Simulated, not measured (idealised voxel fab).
Herein follows the process module entitled voxel self aligned vias.
The width of the displayed cross-section, cut, is 225 nm; its cells are square, with a size of 5 nm.
How to read a cross-section here: the picture is a grid of square cells, written as bands going from the top down, and any band can span one or more rows of cells. The entry gives the band's vertical extent as a top height and a bottom height in nm, then its horizontal make-up as materials from left to right, each with a width in nm. "air" stands for empty space; a single material marked "edge to edge" fills the band edge to edge. Height is counted from the level 0, under which the received wafer is composed throughout of one material. The lowest of the bands is not closed at the bottom but continues downward, in the notation "0 -> down". You'd read "30->40" like this: the band's top row of cells is as wide as the first number, its bottom row is as wide as the second, and going down, every row changes width by the same amount as the row before did. "remains unaltered" -> step changed no cross-section cell. What "Closed void listing" gives you is every empty space of 8 cells or more that is cut off from the top. Each appears as width x height at distance, with the distance taken from the left edge and width, height and distance all in nm. Text after the settings on a step's line: the simulator's own remark on that step. "overlay nm" answers the question of how far to the right of plan the mask lay on a step that has a mask, and when it is negative the answer is to the left.

These are the steps we planned for the process:
1,RECEIVE: material Si
2,CONFORMAL_DEP: material SiO2, thk nm 15
3,CONFORMAL_DEP: material SiCN, thk nm 5
4,DIRECTIONAL_DEP: material lowk, thk nm 25
5,DIRECTIONAL_DEP: material aC, thk nm 10
6,PATTERN: tone open, mask id LINES, material resist, width nm 20, pitch nm 65, thk nm 25, overlay nm 0
7,DIRECTIONAL_ETCH: etch materials aC, depth nm 10
8,STRIP: etch materials resist
9,DIRECTIONAL_ETCH: etch materials lowk, depth nm 25
10,STRIP: etch materials aC
11,CONFORMAL_DEP: material TiN, thk nm 5
12,FILL_DEP: material Ru, thk nm 10
13,CMP: height nm 45
14,SELECTIVE_ETCH: etch materials W Ru TiN, depth nm 5
15,FILL_DEP: material SiN, thk nm 10
16,CMP: height nm 45
17,DIRECTIONAL_DEP: material lowk, thk nm 15
18,DIRECTIONAL_DEP: material aC, thk nm 15
19,PATTERN: tone open, mask id VIAS, material resist, width nm 40, pitch nm 130, thk nm 30, overlay nm 0
20,DIRECTIONAL_ETCH: etch materials aC, depth nm 15
21,STRIP: etch materials resist
22,DIRECTIONAL_ETCH: etch materials lowk, depth nm 15
23,DIRECTIONAL_ETCH: etch materials SiN, depth nm 5
24,STRIP: etch materials aC
25,CONFORMAL_DEP: material TiN, thk nm 5
26,FILL_DEP: material Cu, thk nm 5
27,CMP: height nm 60
28,CONFORMAL_DEP: material SiN, thk nm 5

As-received wafer cross-section (after step 1):
> 0 -> down | Si edge to edge
> Closed void listing: none

Cross-section, first of two wafers, end of module, run as planned:
> 65 -> 60 | SiN edge to edge
> 60 -> 50 | lowk 25 nm | TiN 5 nm | Cu 30 nm | TiN 5 nm | lowk 90 nm | TiN 5 nm | Cu 30 nm | TiN 5 nm | lowk 30 nm
> 50 -> 45 | lowk 25 nm | TiN 15 nm | Cu 10 nm | TiN 15 nm | lowk 90 nm | TiN 15 nm | Cu 10 nm | TiN 15 nm | lowk 30 nm
> 45 -> 40 | lowk 35 nm | TiN 20 nm | lowk 45 nm | SiN 20 nm | lowk 45 nm | TiN 20 nm | lowk 40 nm
> 40 -> 25 | lowk 35 nm | TiN 5 nm | Ru 10 nm | TiN 5 nm | lowk 45 nm | TiN 5 nm | Ru 10 nm | TiN 5 nm | lowk 45 nm | TiN 5 nm | Ru 10 nm | TiN 5 nm | lowk 40 nm
> 25 -> 20 | lowk 35 nm | TiN 20 nm | lowk 45 nm | TiN 20 nm | lowk 45 nm | TiN 20 nm | lowk 40 nm
> 20 -> 15 | SiCN edge to edge
> 15 -> 0 | SiO2 edge to edge
> 0 -> down | Si edge to edge
> Closed void listing: none

Presented here is a cross-section of the second of the two wafers as it stood at the end of the module. It was started in the same manner and assigned the same plan as the first wafer; however, one mistake was made in its execution:
> 65 -> 60 | SiN edge to edge
> 60 -> 45 | lowk 25 nm | TiN 5 nm | Cu 30 nm | TiN 5 nm | lowk 90 nm | TiN 5 nm | Cu 30 nm | TiN 5 nm | lowk 30 nm
> 45 -> 40 | lowk 25 nm | TiN 40 nm | lowk 35 nm | SiN 20 nm | lowk 35 nm | TiN 40 nm | lowk 30 nm
> 40 -> 30 | lowk 25 nm | TiN 15 nm | Ru 10 nm | TiN 15 nm | lowk 35 nm | TiN 5 nm | Ru 10 nm | TiN 5 nm | lowk 35 nm | TiN 15 nm | Ru 10 nm | TiN 15 nm | lowk 30 nm
> 30 -> 25 | lowk 35 nm | TiN 5 nm | Ru 10 nm | TiN 5 nm | lowk 45 nm | TiN 5 nm | Ru 10 nm | TiN 5 nm | lowk 45 nm | TiN 5 nm | Ru 10 nm | TiN 5 nm | lowk 40 nm
> 25 -> 20 | lowk 35 nm | TiN 20 nm | lowk 45 nm | TiN 20 nm | lowk 45 nm | TiN 20 nm | lowk 40 nm
> 20 -> 15 | SiCN edge to edge
> 15 -> 0 | SiO2 edge to edge
> 0 -> down | Si edge to edge
> Closed void listing: none
Short version of what went wrong: regarding the plan, step 22 was run twice
Wafer comparison, final, in cells, second relative to first, materials more or fewer: Cu +8 | TiN +16 | lowk -24
